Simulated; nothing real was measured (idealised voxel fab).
Process module under the name voxel plated lines
Section shown: cut. Width: 220 nm. Cell size: 5 nm, square.
Cross-section layout: square cells on a grid; listed as bands, top to bottom; a band spans one or more cell rows. Top, bottom (nm), then materials left to right with widths (nm); lone material tagged "full width" fills the whole band edge to edge; "empty" = empty space. For the purposes of this specification, 0 denotes the height below which the wafer in its as-received condition is composed wholly of one material, and the lowermost band, lacking a lower limit, extends downward without end, as expressed in "0 -> down". Width: "30->40" (first number = top row, second number = bottom row, same change from row to row of cells). "remained unchanged" means the step left every cell of the cross-section as it was. Basically, "Closed internal voids" tells you about the enclosed voids: empty spaces with no open way to the top, 8 cells or bigger, each written width x height at distance, where distance is from the left edge, all in nm. Past the settings on a step's line: simulator remark, on that step. Steps that use a mask can have "overlay nm" on their line. It says how far the mask sat to the right of where it was meant to be. Negative means to the left.
## Here's what the planned process steps look like
1,RECEIVE (material Si)
2,CONFORMAL_DEP (material Al2O3; thk nm 15)
3,DIRECTIONAL_DEP (material TiN; thk nm 5)
4,PATTERN (tone open; mask id LINES; material resist; width nm 15; pitch nm 30; thk nm 40; overlay nm 0)
5,EPI (material Ru; thk nm 5)
6,EPI (material Ru; thk nm 10)
7,EPI (material Ru; thk nm 5)
8,STRIP (etch materials resist)
9,DIRECTIONAL_ETCH (etch materials TiN; depth nm 5)
10,CONFORMAL_DEP (material SiCN; thk nm 5)
## Incoming wafer in cross-section (state: after step 1)
0 -> down: Si full width
Closed internal voids: none
## As-planned run: cross-section of the first of two wafers at end of module
45 -> 40: empty: 65  SiCN: 25  empty: 5  SiCN: 25  empty: 5  SiCN: 25  empty: 70
40 -> 20: empty: 65  SiCN: 5  Ru: 15  SiCN: 5  empty: 5  SiCN: 5  Ru: 15  SiCN: 5  empty: 5  SiCN: 5  Ru: 15  SiCN: 5  empty: 70
20 -> 15: SiCN: 70  TiN: 15  SiCN: 15  TiN: 15  SiCN: 15  TiN: 15  SiCN: 75
15 -> 0: Al2O3 full width
0 -> down: Si full width
Closed internal voids: none
## Module end: cross-section of wafer two of two. Same start and process plan as the first wafer. One mistake during execution
45 -> 40: empty: 75  SiCN: 25  empty: 5  SiCN: 25  empty: 5  SiCN: 25  empty: 60
40 -> 20: empty: 75  SiCN: 5  Ru: 15  SiCN: 5  empty: 5  SiCN: 5  Ru: 15  SiCN: 5  empty: 5  SiCN: 5  Ru: 15  SiCN: 5  empty: 60
20 -> 15: SiCN: 80  TiN: 15  SiCN: 15  TiN: 15  SiCN: 15  TiN: 15  SiCN: 65
15 -> 0: Al2O3 full width
0 -> down: Si full width
Closed internal voids: none
Plan not followed: step 4 was processed under conditions differing from the plan, specifically as PATTERN (tone open; mask id LINES; material resist; width nm 15; pitch nm 30; thk nm 40; overlay nm 10)
Matching per-material cell counts, mismatched positions: that is how the second wafer compares with the first at the end.
